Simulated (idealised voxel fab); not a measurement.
The process module presented herein is designated voxel released beams.
Cross-section cut spans 265 nm and uses square cells 5 nm in size.
Throughout this document, each cross-section is represented as a grid of square cells and is presented as a sequence of bands enumerated from the top downward, where a band comprises one or more rows of cells.
Quick guide to a band line: top height, bottom height (nm) up front; then every material left to right with its width in nm. Only one material and it's marked "throughout"? Then it fills the band edge to edge. And "air" just means empty space.
Zero point of the height axis is 0; under it, received wafer = one material. Lowest band: continues down indefinitely, "0 down".
Width "30..40": first value at the band's top row of cells, second value at its bottom row, equal change from row to row.
What does "nothing changed" mean for a step? It means no cell of the cross-section changed in that step.
You'll see "Enclosed internal voids" listing empty spaces that have no way open to the top, as long as they're 8 cells or more; the notation is width x height at distance, where the distance is from the left edge, and all of it is in nm.
On each step's line, the part that comes after the settings is the simulator's own comment on the step.
"overlay nm" on a masked step: distance the mask lay right of its planned place, negative for left.

[Planned step list for the process]
step 1: RECEIVE, material Si
step 2: CONFORMAL_DEP, material SiN, thk nm 10
step 3: DIRECTIONAL_DEP, material SiO2, thk nm 15
step 4: PATTERN, tone open, mask id ANCHOR, material resist, width nm 40, thk nm 15, overlay nm 0
step 5: DIRECTIONAL_ETCH, etch materials SiO2, depth nm 15
step 6: STRIP, etch materials resist
step 7: CONFORMAL_DEP, material W, thk nm 15
step 8: DIRECTIONAL_DEP, material aC, thk nm 10
step 9: PATTERN, tone cover, mask id BEAM, material resist, width nm 90, thk nm 30, overlay nm -15
step 10: DIRECTIONAL_ETCH, etch materials aC, depth nm 10
step 11: STRIP, etch materials resist
step 12: DIRECTIONAL_ETCH, etch materials W, depth nm 15
step 13: STRIP, etch materials aC
step 14: STRIP, etch materials SiO2
Split variable: overlay nm, step 9. Plan value = first wafer. Wafers start alike.

[First of several wafers (as received, post step 1), cross-sectional view]
  0 down | Si throughout
  Enclosed internal voids: none

[Quick key for the table: a row per wafer, taken at the end of the module. For each material it tells you how many cells the wafer gained (+) or lost (-) since it came in, and the closed voids come after]
overlay nm -15; +106 SiN; +72 W; Enclosed internal voids: none
overlay nm -10; +106 SiN; +72 W; Enclosed internal voids: none
overlay nm -5; +106 SiN; +72 W; Enclosed internal voids: none
overlay nm 0; +106 SiN; +72 W; Enclosed internal voids: none
overlay nm 5; +106 SiN; +72 W; Enclosed internal voids: none
overlay nm 10; +106 SiN; +72 W; Enclosed internal voids: none
overlay nm 15; +106 SiN; +72 W; Enclosed internal voids: none
